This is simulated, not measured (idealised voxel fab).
Name of the process module below: voxel capacitor over wiring
We display cut, a cross-section 165 nm in width whose square cells are each 5 nm.
If you're reading a cross-section in this doc, picture square cells in a grid; it comes to you as bands, top ones listed first down to the bottom, and a band can be one or more rows of cells. Heads up on the band format: heights come first, top then bottom, in nm. After that it's the materials left to right, each with its width in nm. A single material flagged "full width" fills the whole band edge to edge, and "blank" means there's empty space there. Heights are measured from 0, the level below which the as-received wafer is all one material; the lowest band has no bottom and continues downward, written as in "z 0 and below". Note: "30->40" means the width goes from the first number (top row of the band) to the second number (bottom row) in equal steps per row of cells. You'll sometimes find "no modifications" written for a step, and that's the way of saying that nowhere in the cross-section did a cell change during that step. Entry "Enclosed internal voids". Content: empty spaces with no open connection to the top, size 8 cells or greater. Each: width x height at distance. Distance: from left edge. Unit: nm. Read whatever lies past the settings on a step's line as the simulator's own remark about the step. For masked steps, "overlay nm" on the step line gives how far right of plan the mask actually lay; a minus sign means it lay to the left.

THE STEPS PLANNED FOR THE PROCESS ARE AS FOLLOWS
1 RECEIVE,material Si
2 CONFORMAL_DEP,material SiO2,thk nm 15
3 CONFORMAL_DEP,material SiCN,thk nm 5
4 DIRECTIONAL_DEP,material SiO2,thk nm 25
5 PATTERN,tone open,mask id METAL_1,material resist,width nm 30,pitch nm 95,thk nm 15,overlay nm 0
6 DIRECTIONAL_ETCH,etch materials SiO2,depth nm 25
7 DIRECTIONAL_ETCH,etch materials SiCN,depth nm 5
8 STRIP,etch materials resist
9 CONFORMAL_DEP,material TiN,thk nm 5
10 FILL_DEP,material Ru,thk nm 5
11 CMP,height nm 45
12 EPI,material Ru,thk nm 5
13 FILL_DEP,material SiCN,thk nm 5
14 DIRECTIONAL_DEP,material SiO2,thk nm 20
15 DIRECTIONAL_DEP,material aC,thk nm 10
16 PATTERN,tone open,mask id PLUG_1,material resist,width nm 15,thk nm 25,overlay nm 0
17 DIRECTIONAL_ETCH,etch materials aC,depth nm 10
18 STRIP,etch materials resist
19 DIRECTIONAL_ETCH,etch materials SiO2,depth nm 20
20 DIRECTIONAL_ETCH,etch materials SiCN,depth nm 5
21 STRIP,etch materials aC
22 CONFORMAL_DEP,material TiN,thk nm 5
23 FILL_DEP,material W,thk nm 5
24 CMP,height nm 75
25 DIRECTIONAL_DEP,material TiN,thk nm 5
26 DIRECTIONAL_DEP,material SiN,thk nm 5
27 DIRECTIONAL_DEP,material TiN,thk nm 10
28 MASKED_ETCH,tone cover,mask id UPPER_PLATE,width nm 70,etch materials TiN,depth nm 10,overlay nm 0
29 MASKED_ETCH,tone cover,mask id UPPER_PLATE,width nm 70,etch materials SiN,depth nm 5,overlay nm 0
30 PATTERN,tone cover,mask id LOWER_PLATE,material resist,width nm 80,thk nm 15,overlay nm 0
31 DIRECTIONAL_ETCH,etch materials TiN,depth nm 5
32 STRIP,etch materials resist
33 FILL_DEP,material SiO2,thk nm 15
34 CMP,height nm 105
35 PATTERN,tone open,mask id PLUG_2,material resist,width nm 15,thk nm 20,overlay nm 0
36 DIRECTIONAL_ETCH,etch materials SiO2,depth nm 10
37 STRIP,etch materials resist
38 CONFORMAL_DEP,material TiN,thk nm 5
39 FILL_DEP,material Cu,thk nm 5
40 CMP,height nm 105
41 CONFORMAL_DEP,material SiCN,thk nm 5
For this document, wafers share an identical start and vary in the step 41 thk nm; the plan quotes the first wafer's value.

THE FIRST OF SEVERAL WAFERS AS RECEIVED, SHOWN IN CROSS-SECTION; THIS IS ITS STATE AFTER STEP 1
> z 0 and below  Si full width
> Enclosed internal voids: none

EACH WAFER AT THE END: CELLS OF EACH MATERIAL GAINED (+) OR LOST (-) SINCE IT WAS RECEIVED, THEN ITS CLOSED VOIDS
thk nm 5; +1 Cu; +56 Ru; +101 SiCN; +14 SiN; +458 SiO2; +92 TiN; +4 W; Enclosed internal voids: none
thk nm 10; +1 Cu; +56 Ru; +134 SiCN; +14 SiN; +458 SiO2; +92 TiN; +4 W; Enclosed internal voids: none
thk nm 15; +1 Cu; +56 Ru; +167 SiCN; +14 SiN; +458 SiO2; +92 TiN; +4 W; Enclosed internal voids: none
thk nm 20; +1 Cu; +56 Ru; +200 SiCN; +14 SiN; +458 SiO2; +92 TiN; +4 W; Enclosed internal voids: none
